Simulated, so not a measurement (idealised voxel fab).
The process module presented herein is designated voxel lift off.
Section cut is 215 nm wide and gridded with 5 nm square cells.
If you're reading a cross-section in this doc, picture square cells in a grid; it comes to you as bands, top ones listed first down to the bottom, and a band can be one or more rows of cells.
The band entry comprises the height of the band's top followed by the height of its bottom, expressed in nm, and subsequently the band's materials from left to right, each stated together with its width in nm. Where a single material is marked with the word "throughout", that material fills the band from edge to edge. The word "empty" represents empty space.
It should be noted that heights are counted from 0, beneath which the wafer as supplied is of one material throughout, and that the lowest band possesses no lower boundary but continues downward, as written in "0 and below".
So if you see something like "30..40" for the width, read it as the top row of the band sitting at the first number and the bottom row at the second, with every row in between moving by the same amount as the last.
"no alteration" after a step means that no cell of the cross-section changed.
"Closed internal cavities": empty spaces of 8 cells or more with no open way to the top, each given as width x height at distance, distance from the left edge, all in nm.
Formally, on a step line, whatever follows the settings is a remark that the simulator itself makes on the step.
"overlay nm" answers the question of how far to the right of plan the mask lay on a step that has a mask, and when it is negative the answer is to the left.
# Steps planned for the process
1,op RECEIVE | material Si
2,op CONFORMAL_DEP | material SiN | thk nm 5
3,op PATTERN | tone open | mask id LINES | material resist | width nm 20 | pitch nm 45 | thk nm 20 | overlay nm 0
4,op DIRECTIONAL_DEP | material Ru | thk nm 5
5,op STRIP | etch materials resist
6,op CONFORMAL_DEP | material SiCN | thk nm 5
# First wafer, two in total, run as planned
# Wafer as received: cross-section following step 1
- 0 and below: Si throughout
- Closed internal cavities: none
# The wafer, seen in cross-section, after step 2
- 5 down to 0: SiN throughout
- Rest of section, below 0: as before.
# The wafer, seen in cross-section, after step 3
- 25 down to 5: 50 of resist, then 20 of empty, then 25 of resist, then 20 of empty, then 25 of resist, then 20 of empty, then 55 of resist
- Rest of section, below 5: as before.
# The wafer, seen in cross-section, after step 4
- 30 down to 25: 50 of Ru, then 20 of empty, then 25 of Ru, then 20 of empty, then 25 of Ru, then 20 of empty, then 55 of Ru
- 25 down to 10: 50 of resist, then 20 of empty, then 25 of resist, then 20 of empty, then 25 of resist, then 20 of empty, then 55 of resist
- 10 down to 5: 50 of resist, then 20 of Ru, then 25 of resist, then 20 of Ru, then 25 of resist, then 20 of Ru, then 55 of resist
- Rest of section, below 5: as before.
# The wafer, seen in cross-section, after step 5
- 10 down to 5: 50 of empty, then 20 of Ru, then 25 of empty, then 20 of Ru, then 25 of empty, then 20 of Ru, then 55 of empty
- Rest of section, below 5: as before.
# The wafer, seen in cross-section, after step 6
- 15 down to 10: 45 of empty, then 30 of SiCN, then 15 of empty, then 30 of SiCN, then 15 of empty, then 30 of SiCN, then 50 of empty
- 10 down to 5: 50 of SiCN, then 20 of Ru, then 25 of SiCN, then 20 of Ru, then 25 of SiCN, then 20 of Ru, then 55 of SiCN
- Rest of section, below 5: as before.
# Second wafer: same start and same plan as the first, one execution error; identical to the first through step 3
# At the planned end of step 4, the second wafer in cross-section
- 40 down to 25: 50 of Ru, then 20 of empty, then 25 of Ru, then 20 of empty, then 25 of Ru, then 20 of empty, then 55 of Ru
- 25 down to 20: 50 of resist, then 20 of empty, then 25 of resist, then 20 of empty, then 25 of resist, then 20 of empty, then 55 of resist
- 20 down to 5: 50 of resist, then 20 of Ru, then 25 of resist, then 20 of Ru, then 25 of resist, then 20 of Ru, then 55 of resist
- Rest of section, below 5: as before.
# At the planned end of step 5, the second wafer in cross-section
- 20 down to 5: 50 of empty, then 20 of Ru, then 25 of empty, then 20 of Ru, then 25 of empty, then 20 of Ru, then 55 of empty
- Rest of section, below 5: as before.
# At the planned end of step 6, the second wafer in cross-section
- 25 down to 20: 45 of empty, then 30 of SiCN, then 15 of empty, then 30 of SiCN, then 15 of empty, then 30 of SiCN, then 50 of empty
- 20 down to 10: 45 of empty, then 5 of SiCN, then 20 of Ru, then 5 of SiCN, then 15 of empty, then 5 of SiCN, then 20 of Ru, then 5 of SiCN, then 15 of empty, then 5 of SiCN, then 20 of Ru, then 5 of SiCN, then 50 of empty
- 10 down to 5: 50 of SiCN, then 20 of Ru, then 25 of SiCN, then 20 of Ru, then 25 of SiCN, then 20 of Ru, then 55 of SiCN
- Rest of section, below 5: as before.
Against the plan, the run slipped here: step 4 was run on a setting that differed from the plan, and what really ran there is op DIRECTIONAL_DEP | material Ru | thk nm 15
Materials where the second wafer ends with more or fewer cells than the first: Ru: 24 more; SiCN: 12 more
